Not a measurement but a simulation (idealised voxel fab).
process module | voxel wiring stack
cross-section cut | 290 nm wide | cells 5 nm
A cross-section is a grid of square cells, given in bands from the top down. A band is one or more rows of cells.
Each band's line starts with the height of the band's top and of its bottom, in nm. Then come its materials from left to right, each with its width in nm. One material with "throughout" fills the band from edge to edge. "air" is empty space.
Height 0 is the level under which the wafer as received is all one material. The lowest band goes on downwards, as in "0 down".
A width such as "30 to 40" changes by the same amount from each row of cells to the next, from the band's top row to its bottom row.
"no change" after a step means that no cell of the cross-section changed.
closed voids: empty space of 8 cells or more with no open way to the top, each as width x height at its distance from the left edge, in nm
after a step's settings: what the simulator itself notes on the step
overlay nm, on a step with a mask: how far to the right of its planned place the mask lay; to the left if negative
plan
1 op RECEIVE | material Si
2 op CONFORMAL_DEP | material SiO2 | thk nm 15
3 op DIRECTIONAL_DEP | material TiN | thk nm 5
4 op DIRECTIONAL_DEP | material W | thk nm 20
5 op DIRECTIONAL_DEP | material aC | thk nm 10
6 op PATTERN | tone cover | mask id METAL_1 | material resist | width nm 25 | pitch nm 45 | thk nm 30 | overlay nm 0
7 op DIRECTIONAL_ETCH | etch materials aC | depth nm 10
8 op STRIP | etch materials resist
9 op DIRECTIONAL_ETCH | etch materials W | depth nm 20
10 op DIRECTIONAL_ETCH | etch materials TiN | depth nm 5
11 op STRIP | etch materials aC
12 op CONFORMAL_DEP | material SiN | thk nm 5
13 op FILL_DEP | material lowk | thk nm 10
14 op CMP | height nm 40
15 op CONFORMAL_DEP | material SiCN | thk nm 5
16 op DIRECTIONAL_DEP | material SiO2 | thk nm 20
17 op DIRECTIONAL_DEP | material aC | thk nm 10
18 op PATTERN | tone open | mask id PLUG_1 | material resist | width nm 15 | pitch nm 45 | thk nm 25 | overlay nm 0
19 op DIRECTIONAL_ETCH | etch materials aC | depth nm 10
20 op STRIP | etch materials resist
21 op DIRECTIONAL_ETCH | etch materials SiO2 | depth nm 20
22 op DIRECTIONAL_ETCH | etch materials SiCN | depth nm 5
23 op STRIP | etch materials aC
24 op CONFORMAL_DEP | material TiN | thk nm 5
25 op FILL_DEP | material Cu | thk nm 5
26 op CMP | height nm 65
27 op DIRECTIONAL_DEP | material TiN | thk nm 5
28 op DIRECTIONAL_DEP | material W | thk nm 15
29 op DIRECTIONAL_DEP | material aC | thk nm 10
30 op PATTERN | tone cover | mask id METAL_2 | material resist | width nm 25 | pitch nm 45 | thk nm 30 | overlay nm 0
31 op DIRECTIONAL_ETCH | etch materials aC | depth nm 10
32 op STRIP | etch materials resist
33 op DIRECTIONAL_ETCH | etch materials W | depth nm 15
34 op DIRECTIONAL_ETCH | etch materials TiN | depth nm 5
35 op STRIP | etch materials aC
36 op CONFORMAL_DEP | material SiCN | thk nm 5
37 op FILL_DEP | material SiO2 | thk nm 10
38 op CMP | height nm 85
39 op CONFORMAL_DEP | material SiCN | thk nm 5
40 op DIRECTIONAL_DEP | material lowk | thk nm 10
41 op MASKED_ETCH | tone open | mask id PLUG_2 | width nm 15 | pitch nm 45 | etch materials lowk | depth nm 10 | overlay nm 0
42 op MASKED_ETCH | tone open | mask id PLUG_2 | width nm 15 | pitch nm 45 | etch materials SiCN | depth nm 5 | overlay nm 0
43 op CONFORMAL_DEP | material TiN | thk nm 5
44 op FILL_DEP | material W | thk nm 10
45 op CMP | height nm 100
46 op CONFORMAL_DEP | material SiN | thk nm 5
47 op DIRECTIONAL_DEP | material SiO2 | thk nm 20
48 op PATTERN | tone open | mask id METAL_3 | material resist | width nm 25 | pitch nm 45 | thk nm 20 | overlay nm 0
49 op DIRECTIONAL_ETCH | etch materials SiO2 | depth nm 20
50 op DIRECTIONAL_ETCH | etch materials SiN | depth nm 5
51 op STRIP | etch materials resist
52 op CONFORMAL_DEP | material TiN | thk nm 5
53 op FILL_DEP | material Ru | thk nm 10
54 op CMP | height nm 125
55 op CONFORMAL_DEP | material SiN | thk nm 5
first wafer, as planned
as received, after step 1
  0 down: Si throughout
  closed voids: none
after step 2
  15 to 0: SiO2 throughout
  below 0: unchanged
after step 3
  20 to 15: TiN throughout
  below 15: unchanged
after step 4
  40 to 20: W throughout
  below 20: unchanged
after step 5
  50 to 40: aC throughout
  below 40: unchanged
after step 6
  80 to 50: air 85 | resist 25 | air 20 | resist 25 | air 20 | resist 25 | air 90
  below 50: unchanged
after step 7
  70 to 50: air 85 | resist 25 | air 20 | resist 25 | air 20 | resist 25 | air 90
  50 to 40: air 85 | aC 25 | air 20 | aC 25 | air 20 | aC 25 | air 90
  below 40: unchanged
after step 8
  50 to 40: air 85 | aC 25 | air 20 | aC 25 | air 20 | aC 25 | air 90
  below 40: unchanged
after step 9
  50 to 40: air 85 | aC 25 | air 20 | aC 25 | air 20 | aC 25 | air 90
  40 to 20: air 85 | W 25 | air 20 | W 25 | air 20 | W 25 | air 90
  below 20: unchanged
after step 10
  50 to 40: air 85 | aC 25 | air 20 | aC 25 | air 20 | aC 25 | air 90
  40 to 20: air 85 | W 25 | air 20 | W 25 | air 20 | W 25 | air 90
  20 to 15: air 85 | TiN 25 | air 20 | TiN 25 | air 20 | TiN 25 | air 90
  below 15: unchanged
after step 11
  40 to 20: air 85 | W 25 | air 20 | W 25 | air 20 | W 25 | air 90
  below 20: unchanged
after step 12
  45 to 40: air 80 | SiN 35 | air 10 | SiN 35 | air 10 | SiN 35 | air 85
  40 to 20: air 80 | SiN 5 | W 25 | SiN 5 | air 10 | SiN 5 | W 25 | SiN 5 | air 10 | SiN 5 | W 25 | SiN 5 | air 85
  20 to 15: SiN 85 | TiN 25 | SiN 20 | TiN 25 | SiN 20 | TiN 25 | SiN 90
  below 15: unchanged
after step 13
  55 to 45: lowk throughout
  45 to 40: lowk 80 | SiN 35 | lowk 10 | SiN 35 | lowk 10 | SiN 35 | lowk 85
  40 to 20: lowk 80 | SiN 5 | W 25 | SiN 5 | lowk 10 | SiN 5 | W 25 | SiN 5 | lowk 10 | SiN 5 | W 25 | SiN 5 | lowk 85
  below 20: unchanged
after step 14
  40 to 20: lowk 80 | SiN 5 | W 25 | SiN 5 | lowk 10 | SiN 5 | W 25 | SiN 5 | lowk 10 | SiN 5 | W 25 | SiN 5 | lowk 85
  below 20: unchanged
after step 15
  45 to 40: SiCN throughout
  below 40: unchanged
after step 16
  65 to 45: SiO2 throughout
  below 45: unchanged
after step 17
  75 to 65: aC throughout
  below 65: unchanged
after step 18
  100 to 75: resist 85 | air 15 | resist 30 | air 15 | resist 30 | air 15 | resist 100
  below 75: unchanged
after step 19
  90 to 75: resist 85 | air 15 | resist 30 | air 15 | resist 30 | air 15 | resist 100
  75 to 65: aC 85 | air 15 | aC 30 | air 15 | aC 30 | air 15 | aC 100
  below 65: unchanged
after step 20
  75 to 65: aC 85 | air 15 | aC 30 | air 15 | aC 30 | air 15 | aC 100
  below 65: unchanged
after step 21
  75 to 65: aC 85 | air 15 | aC 30 | air 15 | aC 30 | air 15 | aC 100
  65 to 45: SiO2 85 | air 15 | SiO2 30 | air 15 | SiO2 30 | air 15 | SiO2 100
  below 45: unchanged
after step 22
  75 to 65: aC 85 | air 15 | aC 30 | air 15 | aC 30 | air 15 | aC 100
  65 to 45: SiO2 85 | air 15 | SiO2 30 | air 15 | SiO2 30 | air 15 | SiO2 100
  45 to 40: SiCN 85 | air 15 | SiCN 30 | air 15 | SiCN 30 | air 15 | SiCN 100
  below 40: unchanged
after step 23
  65 to 45: SiO2 85 | air 15 | SiO2 30 | air 15 | SiO2 30 | air 15 | SiO2 100
  below 45: unchanged
after step 24
  70 to 65: TiN 90 | air 5 | TiN 40 | air 5 | TiN 40 | air 5 | TiN 105
  65 to 45: SiO2 85 | TiN 5 | air 5 | TiN 5 | SiO2 30 | TiN 5 | air 5 | TiN 5 | SiO2 30 | TiN 5 | air 5 | TiN 5 | SiO2 100
  45 to 40: SiCN 85 | TiN 15 | SiCN 30 | TiN 15 | SiCN 30 | TiN 15 | SiCN 100
  below 40: unchanged
after step 25
  75 to 70: Cu throughout
  70 to 65: TiN 90 | Cu 5 | TiN 40 | Cu 5 | TiN 40 | Cu 5 | TiN 105
  65 to 45: SiO2 85 | TiN 5 | Cu 5 | TiN 5 | SiO2 30 | TiN 5 | Cu 5 | TiN 5 | SiO2 30 | TiN 5 | Cu 5 | TiN 5 | SiO2 100
  below 45: unchanged
after step 26
  65 to 45: SiO2 85 | TiN 5 | Cu 5 | TiN 5 | SiO2 30 | TiN 5 | Cu 5 | TiN 5 | SiO2 30 | TiN 5 | Cu 5 | TiN 5 | SiO2 100
  below 45: unchanged
after step 27
  70 to 65: TiN throughout
  below 65: unchanged
after step 28
  85 to 70: W throughout
  below 70: unchanged
after step 29
  95 to 85: aC throughout
  below 85: unchanged
after step 30
  125 to 95: air 85 | resist 25 | air 20 | resist 25 | air 20 | resist 25 | air 90
  below 95: unchanged
after step 31
  115 to 95: air 85 | resist 25 | air 20 | resist 25 | air 20 | resist 25 | air 90
  95 to 85: air 85 | aC 25 | air 20 | aC 25 | air 20 | aC 25 | air 90
  below 85: unchanged
after step 32
  95 to 85: air 85 | aC 25 | air 20 | aC 25 | air 20 | aC 25 | air 90
  below 85: unchanged
after step 33
  95 to 85: air 85 | aC 25 | air 20 | aC 25 | air 20 | aC 25 | air 90
  85 to 70: air 85 | W 25 | air 20 | W 25 | air 20 | W 25 | air 90
  below 70: unchanged
after step 34
  95 to 85: air 85 | aC 25 | air 20 | aC 25 | air 20 | aC 25 | air 90
  85 to 70: air 85 | W 25 | air 20 | W 25 | air 20 | W 25 | air 90
  70 to 65: air 85 | TiN 25 | air 20 | TiN 25 | air 20 | TiN 25 | air 90
  below 65: unchanged
after step 35
  85 to 70: air 85 | W 25 | air 20 | W 25 | air 20 | W 25 | air 90
  below 70: unchanged
after step 36
  90 to 85: air 80 | SiCN 35 | air 10 | SiCN 35 | air 10 | SiCN 35 | air 85
  85 to 70: air 80 | SiCN 5 | W 25 | SiCN 5 | air 10 | SiCN 5 | W 25 | SiCN 5 | air 10 | SiCN 5 | W 25 | SiCN 5 | air 85
  70 to 65: SiCN 85 | TiN 25 | SiCN 20 | TiN 25 | SiCN 20 | TiN 25 | SiCN 90
  below 65: unchanged
after step 37
  100 to 90: SiO2 throughout
  90 to 85: SiO2 80 | SiCN 35 | SiO2 10 | SiCN 35 | SiO2 10 | SiCN 35 | SiO2 85
  85 to 70: SiO2 80 | SiCN 5 | W 25 | SiCN 5 | SiO2 10 | SiCN 5 | W 25 | SiCN 5 | SiO2 10 | SiCN 5 | W 25 | SiCN 5 | SiO2 85
  below 70: unchanged
after step 38
  85 to 70: SiO2 80 | SiCN 5 | W 25 | SiCN 5 | SiO2 10 | SiCN 5 | W 25 | SiCN 5 | SiO2 10 | SiCN 5 | W 25 | SiCN 5 | SiO2 85
  below 70: unchanged
after step 39
  90 to 85: SiCN throughout
  below 85: unchanged
after step 40
  100 to 90: lowk throughout
  below 90: unchanged
after step 41
  100 to 90: lowk 85 | air 15 | lowk 30 | air 15 | lowk 30 | air 15 | lowk 100
  below 90: unchanged
after step 42
  100 to 90: lowk 85 | air 15 | lowk 30 | air 15 | lowk 30 | air 15 | lowk 100
  90 to 85: SiCN 85 | air 15 | SiCN 30 | air 15 | SiCN 30 | air 15 | SiCN 100
  below 85: unchanged
after step 43
  105 to 100: TiN 90 | air 5 | TiN 40 | air 5 | TiN 40 | air 5 | TiN 105
  100 to 90: lowk 85 | TiN 5 | air 5 | TiN 5 | lowk 30 | TiN 5 | air 5 | TiN 5 | lowk 30 | TiN 5 | air 5 | TiN 5 | lowk 100
  90 to 85: SiCN 85 | TiN 15 | SiCN 30 | TiN 15 | SiCN 30 | TiN 15 | SiCN 100
  below 85: unchanged
after step 44
  115 to 105: W throughout
  105 to 100: TiN 90 | W 5 | TiN 40 | W 5 | TiN 40 | W 5 | TiN 105
  100 to 90: lowk 85 | TiN 5 | W 5 | TiN 5 | lowk 30 | TiN 5 | W 5 | TiN 5 | lowk 30 | TiN 5 | W 5 | TiN 5 | lowk 100
  below 90: unchanged
after step 45
  100 to 90: lowk 85 | TiN 5 | W 5 | TiN 5 | lowk 30 | TiN 5 | W 5 | TiN 5 | lowk 30 | TiN 5 | W 5 | TiN 5 | lowk 100
  below 90: unchanged
after step 46
  105 to 100: SiN throughout
  below 100: unchanged
after step 47
  125 to 105: SiO2 throughout
  below 105: unchanged
after step 48
  145 to 125: resist 85 | air 25 | resist 20 | air 25 | resist 20 | air 25 | resist 90
  below 125: unchanged
after step 49
  145 to 125: resist 85 | air 25 | resist 20 | air 25 | resist 20 | air 25 | resist 90
  125 to 105: SiO2 85 | air 25 | SiO2 20 | air 25 | SiO2 20 | air 25 | SiO2 90
  below 105: unchanged
after step 50
  145 to 125: resist 85 | air 25 | resist 20 | air 25 | resist 20 | air 25 | resist 90
  125 to 105: SiO2 85 | air 25 | SiO2 20 | air 25 | SiO2 20 | air 25 | SiO2 90
  105 to 100: SiN 85 | air 25 | SiN 20 | air 25 | SiN 20 | air 25 | SiN 90
  below 100: unchanged
after step 51
  125 to 105: SiO2 85 | air 25 | SiO2 20 | air 25 | SiO2 20 | air 25 | SiO2 90
  below 105: unchanged
after step 52
  130 to 125: TiN 90 | air 15 | TiN 30 | air 15 | TiN 30 | air 15 | TiN 95
  125 to 105: SiO2 85 | TiN 5 | air 15 | TiN 5 | SiO2 20 | TiN 5 | air 15 | TiN 5 | SiO2 20 | TiN 5 | air 15 | TiN 5 | SiO2 90
  105 to 100: SiN 85 | TiN 25 | SiN 20 | TiN 25 | SiN 20 | TiN 25 | SiN 90
  below 100: unchanged
after step 53
  140 to 130: Ru throughout
  130 to 125: TiN 90 | Ru 15 | TiN 30 | Ru 15 | TiN 30 | Ru 15 | TiN 95
  125 to 105: SiO2 85 | TiN 5 | Ru 15 | TiN 5 | SiO2 20 | TiN 5 | Ru 15 | TiN 5 | SiO2 20 | TiN 5 | Ru 15 | TiN 5 | SiO2 90
  below 105: unchanged
after step 54
  125 to 105: SiO2 85 | TiN 5 | Ru 15 | TiN 5 | SiO2 20 | TiN 5 | Ru 15 | TiN 5 | SiO2 20 | TiN 5 | Ru 15 | TiN 5 | SiO2 90
  below 105: unchanged
after step 55
  130 to 125: SiN throughout
  below 125: unchanged
second wafer: like start, like plan, one mistake. Through step 1 it matches the first wafer
when step 2 should have ended
  5 to 0: TiN throughout
  below 0: unchanged
when step 3 should have ended
  20 to 5: SiO2 throughout
  below 5: unchanged
when step 4 should have ended
  40 to 20: W throughout
  below 20: unchanged
when step 5 should have ended
  50 to 40: aC throughout
  below 40: unchanged
when step 6 should have ended
  80 to 50: air 85 | resist 25 | air 20 | resist 25 | air 20 | resist 25 | air 90
  below 50: unchanged
when step 7 should have ended
  70 to 50: air 85 | resist 25 | air 20 | resist 25 | air 20 | resist 25 | air 90
  50 to 40: air 85 | aC 25 | air 20 | aC 25 | air 20 | aC 25 | air 90
  below 40: unchanged
when step 8 should have ended
  50 to 40: air 85 | aC 25 | air 20 | aC 25 | air 20 | aC 25 | air 90
  below 40: unchanged
when step 9 should have ended
  50 to 40: air 85 | aC 25 | air 20 | aC 25 | air 20 | aC 25 | air 90
  40 to 20: air 85 | W 25 | air 20 | W 25 | air 20 | W 25 | air 90
  below 20: unchanged
when step 10 should have ended: no change
when step 11 should have ended
  40 to 20: air 85 | W 25 | air 20 | W 25 | air 20 | W 25 | air 90
  below 20: unchanged
when step 12 should have ended
  45 to 40: air 80 | SiN 35 | air 10 | SiN 35 | air 10 | SiN 35 | air 85
  40 to 25: air 80 | SiN 5 | W 25 | SiN 5 | air 10 | SiN 5 | W 25 | SiN 5 | air 10 | SiN 5 | W 25 | SiN 5 | air 85
  25 to 20: SiN 85 | W 25 | SiN 20 | W 25 | SiN 20 | W 25 | SiN 90
  below 20: unchanged
when step 13 should have ended
  55 to 45: lowk throughout
  45 to 40: lowk 80 | SiN 35 | lowk 10 | SiN 35 | lowk 10 | SiN 35 | lowk 85
  40 to 25: lowk 80 | SiN 5 | W 25 | SiN 5 | lowk 10 | SiN 5 | W 25 | SiN 5 | lowk 10 | SiN 5 | W 25 | SiN 5 | lowk 85
  below 25: unchanged
when step 14 should have ended
  40 to 25: lowk 80 | SiN 5 | W 25 | SiN 5 | lowk 10 | SiN 5 | W 25 | SiN 5 | lowk 10 | SiN 5 | W 25 | SiN 5 | lowk 85
  below 25: unchanged
when step 15 should have ended
  45 to 40: SiCN throughout
  below 40: unchanged
when step 16 should have ended
  65 to 45: SiO2 throughout
  below 45: unchanged
when step 17 should have ended
  75 to 65: aC throughout
  below 65: unchanged
when step 18 should have ended
  100 to 75: resist 85 | air 15 | resist 30 | air 15 | resist 30 | air 15 | resist 100
  below 75: unchanged
when step 19 should have ended
  90 to 75: resist 85 | air 15 | resist 30 | air 15 | resist 30 | air 15 | resist 100
  75 to 65: aC 85 | air 15 | aC 30 | air 15 | aC 30 | air 15 | aC 100
  below 65: unchanged
when step 20 should have ended
  75 to 65: aC 85 | air 15 | aC 30 | air 15 | aC 30 | air 15 | aC 100
  below 65: unchanged
when step 21 should have ended
  75 to 65: aC 85 | air 15 | aC 30 | air 15 | aC 30 | air 15 | aC 100
  65 to 45: SiO2 85 | air 15 | SiO2 30 | air 15 | SiO2 30 | air 15 | SiO2 100
  below 45: unchanged
when step 22 should have ended
  75 to 65: aC 85 | air 15 | aC 30 | air 15 | aC 30 | air 15 | aC 100
  65 to 45: SiO2 85 | air 15 | SiO2 30 | air 15 | SiO2 30 | air 15 | SiO2 100
  45 to 40: SiCN 85 | air 15 | SiCN 30 | air 15 | SiCN 30 | air 15 | SiCN 100
  below 40: unchanged
when step 23 should have ended
  65 to 45: SiO2 85 | air 15 | SiO2 30 | air 15 | SiO2 30 | air 15 | SiO2 100
  below 45: unchanged
when step 24 should have ended
  70 to 65: TiN 90 | air 5 | TiN 40 | air 5 | TiN 40 | air 5 | TiN 105
  65 to 45: SiO2 85 | TiN 5 | air 5 | TiN 5 | SiO2 30 | TiN 5 | air 5 | TiN 5 | SiO2 30 | TiN 5 | air 5 | TiN 5 | SiO2 100
  45 to 40: SiCN 85 | TiN 15 | SiCN 30 | TiN 15 | SiCN 30 | TiN 15 | SiCN 100
  below 40: unchanged
when step 25 should have ended
  75 to 70: Cu throughout
  70 to 65: TiN 90 | Cu 5 | TiN 40 | Cu 5 | TiN 40 | Cu 5 | TiN 105
  65 to 45: SiO2 85 | TiN 5 | Cu 5 | TiN 5 | SiO2 30 | TiN 5 | Cu 5 | TiN 5 | SiO2 30 | TiN 5 | Cu 5 | TiN 5 | SiO2 100
  below 45: unchanged
when step 26 should have ended
  65 to 45: SiO2 85 | TiN 5 | Cu 5 | TiN 5 | SiO2 30 | TiN 5 | Cu 5 | TiN 5 | SiO2 30 | TiN 5 | Cu 5 | TiN 5 | SiO2 100
  below 45: unchanged
when step 27 should have ended
  70 to 65: TiN throughout
  below 65: unchanged
when step 28 should have ended
  85 to 70: W throughout
  below 70: unchanged
when step 29 should have ended
  95 to 85: aC throughout
  below 85: unchanged
when step 30 should have ended
  125 to 95: air 85 | resist 25 | air 20 | resist 25 | air 20 | resist 25 | air 90
  below 95: unchanged
when step 31 should have ended
  115 to 95: air 85 | resist 25 | air 20 | resist 25 | air 20 | resist 25 | air 90
  95 to 85: air 85 | aC 25 | air 20 | aC 25 | air 20 | aC 25 | air 90
  below 85: unchanged
when step 32 should have ended
  95 to 85: air 85 | aC 25 | air 20 | aC 25 | air 20 | aC 25 | air 90
  below 85: unchanged
when step 33 should have ended
  95 to 85: air 85 | aC 25 | air 20 | aC 25 | air 20 | aC 25 | air 90
  85 to 70: air 85 | W 25 | air 20 | W 25 | air 20 | W 25 | air 90
  below 70: unchanged
when step 34 should have ended
  95 to 85: air 85 | aC 25 | air 20 | aC 25 | air 20 | aC 25 | air 90
  85 to 70: air 85 | W 25 | air 20 | W 25 | air 20 | W 25 | air 90
  70 to 65: air 85 | TiN 25 | air 20 | TiN 25 | air 20 | TiN 25 | air 90
  below 65: unchanged
when step 35 should have ended
  85 to 70: air 85 | W 25 | air 20 | W 25 | air 20 | W 25 | air 90
  below 70: unchanged
when step 36 should have ended
  90 to 85: air 80 | SiCN 35 | air 10 | SiCN 35 | air 10 | SiCN 35 | air 85
  85 to 70: air 80 | SiCN 5 | W 25 | SiCN 5 | air 10 | SiCN 5 | W 25 | SiCN 5 | air 10 | SiCN 5 | W 25 | SiCN 5 | air 85
  70 to 65: SiCN 85 | TiN 25 | SiCN 20 | TiN 25 | SiCN 20 | TiN 25 | SiCN 90
  below 65: unchanged
when step 37 should have ended
  100 to 90: SiO2 throughout
  90 to 85: SiO2 80 | SiCN 35 | SiO2 10 | SiCN 35 | SiO2 10 | SiCN 35 | SiO2 85
  85 to 70: SiO2 80 | SiCN 5 | W 25 | SiCN 5 | SiO2 10 | SiCN 5 | W 25 | SiCN 5 | SiO2 10 | SiCN 5 | W 25 | SiCN 5 | SiO2 85
  below 70: unchanged
when step 38 should have ended
  85 to 70: SiO2 80 | SiCN 5 | W 25 | SiCN 5 | SiO2 10 | SiCN 5 | W 25 | SiCN 5 | SiO2 10 | SiCN 5 | W 25 | SiCN 5 | SiO2 85
  below 70: unchanged
when step 39 should have ended
  90 to 85: SiCN throughout
  below 85: unchanged
when step 40 should have ended
  100 to 90: lowk throughout
  below 90: unchanged
when step 41 should have ended
  100 to 90: lowk 85 | air 15 | lowk 30 | air 15 | lowk 30 | air 15 | lowk 100
  below 90: unchanged
when step 42 should have ended
  100 to 90: lowk 85 | air 15 | lowk 30 | air 15 | lowk 30 | air 15 | lowk 100
  90 to 85: SiCN 85 | air 15 | SiCN 30 | air 15 | SiCN 30 | air 15 | SiCN 100
  below 85: unchanged
when step 43 should have ended
  105 to 100: TiN 90 | air 5 | TiN 40 | air 5 | TiN 40 | air 5 | TiN 105
  100 to 90: lowk 85 | TiN 5 | air 5 | TiN 5 | lowk 30 | TiN 5 | air 5 | TiN 5 | lowk 30 | TiN 5 | air 5 | TiN 5 | lowk 100
  90 to 85: SiCN 85 | TiN 15 | SiCN 30 | TiN 15 | SiCN 30 | TiN 15 | SiCN 100
  below 85: unchanged
when step 44 should have ended
  115 to 105: W throughout
  105 to 100: TiN 90 | W 5 | TiN 40 | W 5 | TiN 40 | W 5 | TiN 105
  100 to 90: lowk 85 | TiN 5 | W 5 | TiN 5 | lowk 30 | TiN 5 | W 5 | TiN 5 | lowk 30 | TiN 5 | W 5 | TiN 5 | lowk 100
  below 90: unchanged
when step 45 should have ended
  100 to 90: lowk 85 | TiN 5 | W 5 | TiN 5 | lowk 30 | TiN 5 | W 5 | TiN 5 | lowk 30 | TiN 5 | W 5 | TiN 5 | lowk 100
  below 90: unchanged
when step 46 should have ended
  105 to 100: SiN throughout
  below 100: unchanged
when step 47 should have ended
  125 to 105: SiO2 throughout
  below 105: unchanged
when step 48 should have ended
  145 to 125: resist 85 | air 25 | resist 20 | air 25 | resist 20 | air 25 | resist 90
  below 125: unchanged
when step 49 should have ended
  145 to 125: resist 85 | air 25 | resist 20 | air 25 | resist 20 | air 25 | resist 90
  125 to 105: SiO2 85 | air 25 | SiO2 20 | air 25 | SiO2 20 | air 25 | SiO2 90
  below 105: unchanged
when step 50 should have ended
  145 to 125: resist 85 | air 25 | resist 20 | air 25 | resist 20 | air 25 | resist 90
  125 to 105: SiO2 85 | air 25 | SiO2 20 | air 25 | SiO2 20 | air 25 | SiO2 90
  105 to 100: SiN 85 | air 25 | SiN 20 | air 25 | SiN 20 | air 25 | SiN 90
  below 100: unchanged
when step 51 should have ended
  125 to 105: SiO2 85 | air 25 | SiO2 20 | air 25 | SiO2 20 | air 25 | SiO2 90
  below 105: unchanged
when step 52 should have ended
  130 to 125: TiN 90 | air 15 | TiN 30 | air 15 | TiN 30 | air 15 | TiN 95
  125 to 105: SiO2 85 | TiN 5 | air 15 | TiN 5 | SiO2 20 | TiN 5 | air 15 | TiN 5 | SiO2 20 | TiN 5 | air 15 | TiN 5 | SiO2 90
  105 to 100: SiN 85 | TiN 25 | SiN 20 | TiN 25 | SiN 20 | TiN 25 | SiN 90
  below 100: unchanged
when step 53 should have ended
  140 to 130: Ru throughout
  130 to 125: TiN 90 | Ru 15 | TiN 30 | Ru 15 | TiN 30 | Ru 15 | TiN 95
  125 to 105: SiO2 85 | TiN 5 | Ru 15 | TiN 5 | SiO2 20 | TiN 5 | Ru 15 | TiN 5 | SiO2 20 | TiN 5 | Ru 15 | TiN 5 | SiO2 90
  below 105: unchanged
when step 54 should have ended
  125 to 105: SiO2 85 | TiN 5 | Ru 15 | TiN 5 | SiO2 20 | TiN 5 | Ru 15 | TiN 5 | SiO2 20 | TiN 5 | Ru 15 | TiN 5 | SiO2 90
  below 105: unchanged
when step 55 should have ended
  130 to 125: SiN throughout
  below 125: unchanged
what went wrong: steps 2 and 3 were swapped
at the end the second wafer has, in cells: 6 fewer of SiN | 43 more of TiN | 37 fewer of lowk
